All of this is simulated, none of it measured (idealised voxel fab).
You're looking at the process module voxel capacitor over wiring.
Shown is cross-section cut, with a width of 195 nm and square cells of size 5 nm.
If you're reading a cross-section in this doc, picture square cells in a grid; it comes to you as bands, top ones listed first down to the bottom, and a band can be one or more rows of cells. The band entry comprises the height of the band's top followed by the height of its bottom, expressed in nm, and subsequently the band's materials from left to right, each stated together with its width in nm. Where a single material is marked with the word "all across", that material fills the band from edge to edge. The word "empty" represents empty space. The level at which height equals 0 is the one under which the wafer, as it arrives, is entirely one material. No lower edge exists for the bottom band, which continues downward and is notated as in "0 and below". Width: "30..40" (first number = top row, second number = bottom row, same change from row to row of cells). Given "nothing altered" for a step, no cell of the cross-section differs between before and after that step. "Voids lacking openings": sealed empty spaces, 8 cells or more, no open way to top, listed width x height at distance, with distance from the left edge and width, height and distance in nm. What comes after the settings on a step's line is commentary from the simulator itself on that step. overlay nm, on a step with a mask: how far to the right of its planned place the mask lay; to the left if negative.
### Listed below are the process steps as planned
step 1: RECEIVE with material Si
step 2: CONFORMAL_DEP with material SiO2, thk nm 10
step 3: CONFORMAL_DEP with material SiCN, thk nm 5
step 4: DIRECTIONAL_DEP with material lowk, thk nm 15
step 5: PATTERN with tone open, mask id METAL_1, material resist, width nm 25, pitch nm 80, thk nm 15, overlay nm 0
step 6: DIRECTIONAL_ETCH with etch materials lowk, depth nm 5
step 7: DIRECTIONAL_ETCH with etch materials SiCN, depth nm 5
step 8: STRIP with etch materials resist
step 9: CONFORMAL_DEP with material TiN, thk nm 5
step 10: FILL_DEP with material Cu, thk nm 10
step 11: CMP with height nm 30
step 12: EPI with material Ru, thk nm 5
step 13: FILL_DEP with material SiCN, thk nm 5
step 14: DIRECTIONAL_DEP with material lowk, thk nm 10
step 15: MASKED_ETCH with tone open, mask id PLUG_1, width nm 15, etch materials lowk, depth nm 10, overlay nm 0
step 16: MASKED_ETCH with tone open, mask id PLUG_1, width nm 15, etch materials SiCN, depth nm 5, overlay nm 0
step 17: EPI with material Ru, thk nm 10
step 18: EPI with material Ru, thk nm 5
step 19: DIRECTIONAL_DEP with material TiN, thk nm 10
step 20: DIRECTIONAL_DEP with material SiN, thk nm 5
step 21: DIRECTIONAL_DEP with material TiN, thk nm 10
step 22: DIRECTIONAL_DEP with material aC, thk nm 10
step 23: PATTERN with tone cover, mask id UPPER_PLATE, material resist, width nm 60, thk nm 30, overlay nm 0
step 24: DIRECTIONAL_ETCH with etch materials aC, depth nm 10
step 25: STRIP with etch materials resist
step 26: DIRECTIONAL_ETCH with etch materials TiN, depth nm 10
step 27: DIRECTIONAL_ETCH with etch materials SiN, depth nm 5
step 28: STRIP with etch materials aC
step 29: MASKED_ETCH with tone cover, mask id LOWER_PLATE, width nm 70, etch materials TiN, depth nm 10, overlay nm 0
step 30: FILL_DEP with material SiO2, thk nm 15
step 31: CMP with height nm 85
step 32: PATTERN with tone open, mask id PLUG_2, material resist, width nm 15, thk nm 20, overlay nm 0
step 33: DIRECTIONAL_ETCH with etch materials SiO2, depth nm 10
step 34: STRIP with etch materials resist
step 35: CONFORMAL_DEP with material TiN, thk nm 5
step 36: FILL_DEP with material Cu, thk nm 5
step 37: CMP with height nm 85
step 38: CONFORMAL_DEP with material SiCN, thk nm 5
Split variable: depth nm, step 6. Plan value = first wafer. Wafers start alike.
### Cross-section: the first of several wafers in its as-received state, i.e. following step 1
0 and below  Si all across
Voids lacking openings: none
### First of several wafers in cross-section at module end, following the final step, step 38
90 down to 85  SiCN all across
85 down to 80  65 of SiO2 / 5 of TiN / 5 of Cu / 5 of TiN / 115 of SiO2
80 down to 75  65 of SiO2 / 15 of TiN / 115 of SiO2
75 down to 65  55 of SiO2 / 60 of TiN / 80 of SiO2
65 down to 60  55 of SiO2 / 60 of SiN / 80 of SiO2
60 down to 50  50 of SiO2 / 70 of TiN / 75 of SiO2
50 down to 40  55 of lowk / 15 of Ru / 125 of lowk
40 down to 35  55 of SiCN / 15 of Ru / 125 of SiCN
35 down to 30  40 of SiCN / 35 of Ru / 45 of SiCN / 35 of Ru / 40 of SiCN
30 down to 25  45 of lowk / 25 of TiN / 55 of lowk / 25 of TiN / 45 of lowk
25 down to 15  lowk all across
15 down to 10  SiCN all across
10 down to 0  SiO2 all across
0 and below  Si all across
Voids lacking openings: none
### Cross-section, last wafer, module completion
90 down to 85  SiCN all across
85 down to 80  65 of SiO2 / 5 of TiN / 5 of Cu / 5 of TiN / 115 of SiO2
80 down to 75  65 of SiO2 / 15 of TiN / 115 of SiO2
75 down to 65  55 of SiO2 / 60 of TiN / 80 of SiO2
65 down to 60  55 of SiO2 / 60 of SiN / 80 of SiO2
60 down to 50  50 of SiO2 / 70 of TiN / 75 of SiO2
50 down to 40  55 of lowk / 15 of Ru / 125 of lowk
40 down to 35  55 of SiCN / 15 of Ru / 125 of SiCN
35 down to 30  40 of SiCN / 35 of Ru / 45 of SiCN / 35 of Ru / 40 of SiCN
30 down to 15  45 of lowk / 5 of TiN / 15 of Cu / 5 of TiN / 55 of lowk / 5 of TiN / 15 of Cu / 5 of TiN / 45 of lowk
15 down to 10  45 of SiCN / 25 of TiN / 55 of SiCN / 25 of TiN / 45 of SiCN
10 down to 0  SiO2 all across
0 and below  Si all across
Voids lacking openings: none
### Per wafer (row), end of module: delta in cells per material since receipt, (+) for gained, (-) for lost; closed voids after that
depth nm 5; +1 Cu; +23 Ru; +139 SiCN; +12 SiN; +281 SiO2; +67 TiN; +179 lowk; Voids lacking openings: none
depth nm 10; +7 Cu; +23 Ru; +139 SiCN; +12 SiN; +281 SiO2; +71 TiN; +169 lowk; Voids lacking openings: none
depth nm 15; +19 Cu; +23 Ru; +129 SiCN; +12 SiN; +281 SiO2; +79 TiN; +159 lowk; Voids lacking openings: none
depth nm 20; +19 Cu; +23 Ru; +129 SiCN; +12 SiN; +281 SiO2; +79 TiN; +159 lowk; Voids lacking openings: none
depth nm 25; +19 Cu; +23 Ru; +129 SiCN; +12 SiN; +281 SiO2; +79 TiN; +159 lowk; Voids lacking openings: none
depth nm 30; +19 Cu; +23 Ru; +129 SiCN; +12 SiN; +281 SiO2; +79 TiN; +159 lowk; Voids lacking openings: none
